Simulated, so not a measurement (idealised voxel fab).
process module | voxel wiring stack
cross-section cut | 230 nm wide | cells 5 nm
A cross-section is a grid of square cells, given in bands from the top down. A band is one or more rows of cells.
Each band's line starts with the height of the band's top and of its bottom, in nm. Then come its materials from left to right, each with its width in nm. One material with "throughout" fills the band from edge to edge. "air" is empty space.
Height 0 is the level under which the wafer as received is all one material. The lowest band goes on downwards, as in "0 down".
A width such as "30 to 40" changes by the same amount from each row of cells to the next, from the band's top row to its bottom row.
"no change" after a step means that no cell of the cross-section changed.
closed voids: empty space of 8 cells or more with no open way to the top, each as width x height at its distance from the left edge, in nm
after a step's settings: what the simulator itself notes on the step
overlay nm, on a step with a mask: how far to the right of its planned place the mask lay; to the left if negative
plan
1 op RECEIVE | material Si
2 op CONFORMAL_DEP | material SiO2 | thk nm 10
3 op CONFORMAL_DEP | material SiCN | thk nm 5
4 op DIRECTIONAL_DEP | material lowk | thk nm 25
5 op DIRECTIONAL_DEP | material aC | thk nm 10
6 op PATTERN | tone open | mask id METAL_1 | material resist | width nm 30 | pitch nm 45 | thk nm 25 | overlay nm 0
7 op DIRECTIONAL_ETCH | etch materials aC | depth nm 10
8 op STRIP | etch materials resist
9 op DIRECTIONAL_ETCH | etch materials lowk | depth nm 25
10 op DIRECTIONAL_ETCH | etch materials SiCN | depth nm 5
11 op STRIP | etch materials aC
12 op CONFORMAL_DEP | material TiN | thk nm 5
13 op FILL_DEP | material Cu | thk nm 5
14 op CMP | height nm 40
15 op CONFORMAL_DEP | material SiCN | thk nm 5
16 op DIRECTIONAL_DEP | material SiO2 | thk nm 30
17 op MASKED_ETCH | tone open | mask id METAL_2 | width nm 30 | pitch nm 45 | etch materials SiO2 | depth nm 20 | overlay nm 0
18 op DIRECTIONAL_DEP | material aC | thk nm 15
19 op PATTERN | tone open | mask id METAL_2_HOLES | material resist | width nm 15 | pitch nm 45 | thk nm 30 | overlay nm 0
20 op DIRECTIONAL_ETCH | etch materials aC | depth nm 15
21 op STRIP | etch materials resist
22 op DIRECTIONAL_ETCH | etch materials SiO2 | depth nm 10
23 op DIRECTIONAL_ETCH | etch materials SiCN | depth nm 5
24 op STRIP | etch materials aC
25 op CONFORMAL_DEP | material TiN | thk nm 5
26 op FILL_DEP | material Cu | thk nm 10
27 op CMP | height nm 75
28 op CONFORMAL_DEP | material SiCN | thk nm 5
29 op DIRECTIONAL_DEP | material lowk | thk nm 30
30 op MASKED_ETCH | tone open | mask id METAL_3 | width nm 30 | pitch nm 45 | etch materials lowk | depth nm 20 | overlay nm 0
31 op DIRECTIONAL_DEP | material aC | thk nm 15
32 op PATTERN | tone open | mask id METAL_3_HOLES | material resist | width nm 15 | pitch nm 45 | thk nm 30 | overlay nm 0
33 op DIRECTIONAL_ETCH | etch materials aC | depth nm 15
34 op STRIP | etch materials resist
35 op DIRECTIONAL_ETCH | etch materials lowk | depth nm 10
36 op DIRECTIONAL_ETCH | etch materials SiCN | depth nm 5
37 op STRIP | etch materials aC
38 op CONFORMAL_DEP | material TiN | thk nm 5
39 op FILL_DEP | material Ru | thk nm 5
40 op CMP | height nm 110
41 op CONFORMAL_DEP | material SiCN | thk nm 5
as received, after step 1
  0 down: Si throughout
  closed voids: none
first wafer at the end, as planned
  115 to 110: SiCN throughout
  110 to 95: lowk 30 | TiN 5 | Ru 20 | TiN 5 | lowk 15 | TiN 5 | Ru 20 | TiN 5 | lowk 15 | TiN 5 | Ru 20 | TiN 5 | lowk 15 | TiN 5 | Ru 20 | TiN 5 | lowk 35
  95 to 90: lowk 30 | TiN 5 | Ru 5 | TiN 20 | lowk 15 | TiN 5 | Ru 5 | TiN 20 | lowk 15 | TiN 5 | Ru 5 | TiN 20 | lowk 15 | TiN 5 | Ru 5 | TiN 20 | lowk 35
  90 to 80: lowk 30 | TiN 5 | Ru 5 | TiN 5 | lowk 30 | TiN 5 | Ru 5 | TiN 5 | lowk 30 | TiN 5 | Ru 5 | TiN 5 | lowk 30 | TiN 5 | Ru 5 | TiN 5 | lowk 50
  80 to 75: SiCN 30 | TiN 15 | SiCN 30 | TiN 15 | SiCN 30 | TiN 15 | SiCN 30 | TiN 15 | SiCN 50
  75 to 60: SiO2 30 | TiN 5 | Cu 20 | TiN 5 | SiO2 15 | TiN 5 | Cu 20 | TiN 5 | SiO2 15 | TiN 5 | Cu 20 | TiN 5 | SiO2 15 | TiN 5 | Cu 20 | TiN 5 | SiO2 35
  60 to 55: SiO2 30 | TiN 5 | Cu 5 | TiN 20 | SiO2 15 | TiN 5 | Cu 5 | TiN 20 | SiO2 15 | TiN 5 | Cu 5 | TiN 20 | SiO2 15 | TiN 5 | Cu 5 | TiN 20 | SiO2 35
  55 to 45: SiO2 30 | TiN 5 | Cu 5 | TiN 5 | SiO2 30 | TiN 5 | Cu 5 | TiN 5 | SiO2 30 | TiN 5 | Cu 5 | TiN 5 | SiO2 30 | TiN 5 | Cu 5 | TiN 5 | SiO2 50
  45 to 40: SiCN 30 | TiN 15 | SiCN 30 | TiN 15 | SiCN 30 | TiN 15 | SiCN 30 | TiN 15 | SiCN 50
  40 to 15: lowk 30 | TiN 5 | Cu 20 | TiN 5 | lowk 15 | TiN 5 | Cu 20 | TiN 5 | lowk 15 | TiN 5 | Cu 20 | TiN 5 | lowk 15 | TiN 5 | Cu 20 | TiN 5 | lowk 35
  15 to 10: SiCN 30 | TiN 30 | SiCN 15 | TiN 30 | SiCN 15 | TiN 30 | SiCN 15 | TiN 30 | SiCN 35
  10 to 0: SiO2 throughout
  0 down: Si throughout
  closed voids: none
second wafer at the end: like start, like plan, one mistake
  115 to 110: SiCN throughout
  110 to 95: lowk 30 | TiN 5 | Ru 20 | TiN 5 | lowk 15 | TiN 5 | Ru 20 | TiN 5 | lowk 15 | TiN 5 | Ru 20 | TiN 5 | lowk 15 | TiN 5 | Ru 20 | TiN 5 | lowk 35
  95 to 90: lowk 30 | TiN 5 | Ru 5 | TiN 20 | lowk 15 | TiN 5 | Ru 5 | TiN 20 | lowk 15 | TiN 5 | Ru 5 | TiN 20 | lowk 15 | TiN 5 | Ru 5 | TiN 20 | lowk 35
  90 to 80: lowk 30 | TiN 5 | Ru 5 | TiN 5 | lowk 30 | TiN 5 | Ru 5 | TiN 5 | lowk 30 | TiN 5 | Ru 5 | TiN 5 | lowk 30 | TiN 5 | Ru 5 | TiN 5 | lowk 50
  80 to 75: SiCN 30 | TiN 15 | SiCN 30 | TiN 15 | SiCN 30 | TiN 15 | SiCN 30 | TiN 15 | SiCN 50
  75 to 55: SiO2 30 | TiN 5 | Cu 20 | TiN 5 | SiO2 15 | TiN 5 | Cu 20 | TiN 5 | SiO2 15 | TiN 5 | Cu 20 | TiN 5 | SiO2 15 | TiN 5 | Cu 20 | TiN 5 | SiO2 35
  55 to 45: SiO2 30 | TiN 5 | Cu 5 | TiN 20 to 5 | SiO2 15 to 30 | TiN 5 | Cu 5 | TiN 20 to 5 | SiO2 15 to 30 | TiN 5 | Cu 5 | TiN 20 to 5 | SiO2 15 to 30 | TiN 5 | Cu 5 | TiN 20 to 5 | SiO2 35 to 50
  45 to 40: SiCN 30 | TiN 15 | SiCN 30 | TiN 15 | SiCN 30 | TiN 15 | SiCN 30 | TiN 15 | SiCN 50
  40 to 15: lowk 30 | TiN 5 | Cu 20 | TiN 5 | lowk 15 | TiN 5 | Cu 20 | TiN 5 | lowk 15 | TiN 5 | Cu 20 | TiN 5 | lowk 15 | TiN 5 | Cu 20 | TiN 5 | lowk 35
  15 to 10: SiCN 30 | TiN 30 | SiCN 15 | TiN 30 | SiCN 15 | TiN 30 | SiCN 15 | TiN 30 | SiCN 35
  10 to 0: SiO2 throughout
  0 down: Si throughout
  closed voids: none
what went wrong: step 17 ran as: op MASKED_ETCH | tone open | mask id METAL_2 | width nm 30 | pitch nm 45 | etch materials SiO2 | depth nm 25 | overlay nm 0
at the end the second wafer has, in cells: 12 more of Cu | 12 fewer of SiO2
